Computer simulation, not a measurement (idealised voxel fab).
process module | voxel self aligned vias
cross-section cut | 250 nm wide | cells 5 nm
A cross-section is a grid of square cells, given in bands from the top down. A band is one or more rows of cells.
Each band's line starts with the height of the band's top and of its bottom, in nm. Then come its materials from left to right, each with its width in nm. One material with "throughout" fills the band from edge to edge. "air" is empty space.
Height 0 is the level under which the wafer as received is all one material. The lowest band goes on downwards, as in "0 down".
A width such as "30 to 40" changes by the same amount from each row of cells to the next, from the band's top row to its bottom row.
"no change" after a step means that no cell of the cross-section changed.
closed voids: empty space of 8 cells or more with no open way to the top, each as width x height at its distance from the left edge, in nm
after a step's settings: what the simulator itself notes on the step
overlay nm, on a step with a mask: how far to the right of its planned place the mask lay; to the left if negative
plan
1 op RECEIVE | material Si
2 op CONFORMAL_DEP | material SiO2 | thk nm 15
3 op CONFORMAL_DEP | material SiCN | thk nm 5
4 op DIRECTIONAL_DEP | material lowk | thk nm 25
5 op PATTERN | tone open | mask id LINES | material resist | width nm 20 | pitch nm 55 | thk nm 20 | overlay nm 0
6 op DIRECTIONAL_ETCH | etch materials lowk | depth nm 25
7 op STRIP | etch materials resist
8 op CONFORMAL_DEP | material TiN | thk nm 5
9 op FILL_DEP | material W | thk nm 5
10 op CMP | height nm 45
11 op SELECTIVE_ETCH | etch materials W Ru TiN | depth nm 5
12 op FILL_DEP | material SiN | thk nm 10
13 op CMP | height nm 45
14 op DIRECTIONAL_DEP | material lowk | thk nm 20
15 op DIRECTIONAL_DEP | material aC | thk nm 10
16 op PATTERN | tone open | mask id VIAS | material resist | width nm 40 | pitch nm 55 | thk nm 25 | overlay nm 0
17 op DIRECTIONAL_ETCH | etch materials aC | depth nm 10
18 op STRIP | etch materials resist
19 op DIRECTIONAL_ETCH | etch materials lowk | depth nm 20
20 op DIRECTIONAL_ETCH | etch materials SiN | depth nm 5
21 op STRIP | etch materials aC
22 op CONFORMAL_DEP | material TiN | thk nm 5
23 op FILL_DEP | material Ru | thk nm 10
24 op CMP | height nm 65
25 op CONFORMAL_DEP | material SiCN | thk nm 5
as received, after step 1
  0 down: Si throughout
  closed voids: none
first wafer at the end, as planned
  70 to 65: SiCN throughout
  65 to 50: lowk 50 | TiN 5 | Ru 30 | TiN 5 | lowk 15 | TiN 5 | Ru 30 | TiN 5 | lowk 15 | TiN 5 | Ru 30 | TiN 5 | lowk 50
  50 to 45: lowk 50 | TiN 15 | Ru 10 | TiN 15 | lowk 15 | TiN 15 | Ru 10 | TiN 15 | lowk 15 | TiN 15 | Ru 10 | TiN 15 | lowk 50
  45 to 40: lowk 60 | TiN 20 | lowk 35 | TiN 20 | lowk 35 | TiN 20 | lowk 60
  40 to 25: lowk 60 | TiN 5 | W 10 | TiN 5 | lowk 35 | TiN 5 | W 10 | TiN 5 | lowk 35 | TiN 5 | W 10 | TiN 5 | lowk 60
  25 to 20: lowk 60 | TiN 20 | lowk 35 | TiN 20 | lowk 35 | TiN 20 | lowk 60
  20 to 15: SiCN throughout
  15 to 0: SiO2 throughout
  0 down: Si throughout
  closed voids: none
second wafer at the end: like start, like plan, one mistake
  70 to 65: SiCN throughout
  65 to 50: lowk 50 | TiN 5 | Ru 30 | TiN 5 | lowk 15 | TiN 5 | Ru 30 | TiN 5 | lowk 15 | TiN 5 | Ru 30 | TiN 5 | lowk 50
  50 to 45: lowk 50 | TiN 10 | Ru 10 | TiN 20 | lowk 15 | TiN 10 | Ru 10 | TiN 20 | lowk 15 | TiN 10 | Ru 10 | TiN 20 | lowk 50
  45 to 40: lowk 55 | TiN 20 | lowk 35 | TiN 20 | lowk 35 | TiN 20 | lowk 65
  40 to 25: lowk 55 | TiN 5 | W 10 | TiN 5 | lowk 35 | TiN 5 | W 10 | TiN 5 | lowk 35 | TiN 5 | W 10 | TiN 5 | lowk 65
  25 to 20: lowk 55 | TiN 20 | lowk 35 | TiN 20 | lowk 35 | TiN 20 | lowk 65
  20 to 15: SiCN throughout
  15 to 0: SiO2 throughout
  0 down: Si throughout
  closed voids: none
what went wrong: step 5 ran as: op PATTERN | tone open | mask id LINES | material resist | width nm 20 | pitch nm 55 | thk nm 20 | overlay nm -5
at the end the second wafer has, in cells: as many of each material as the first, in other places
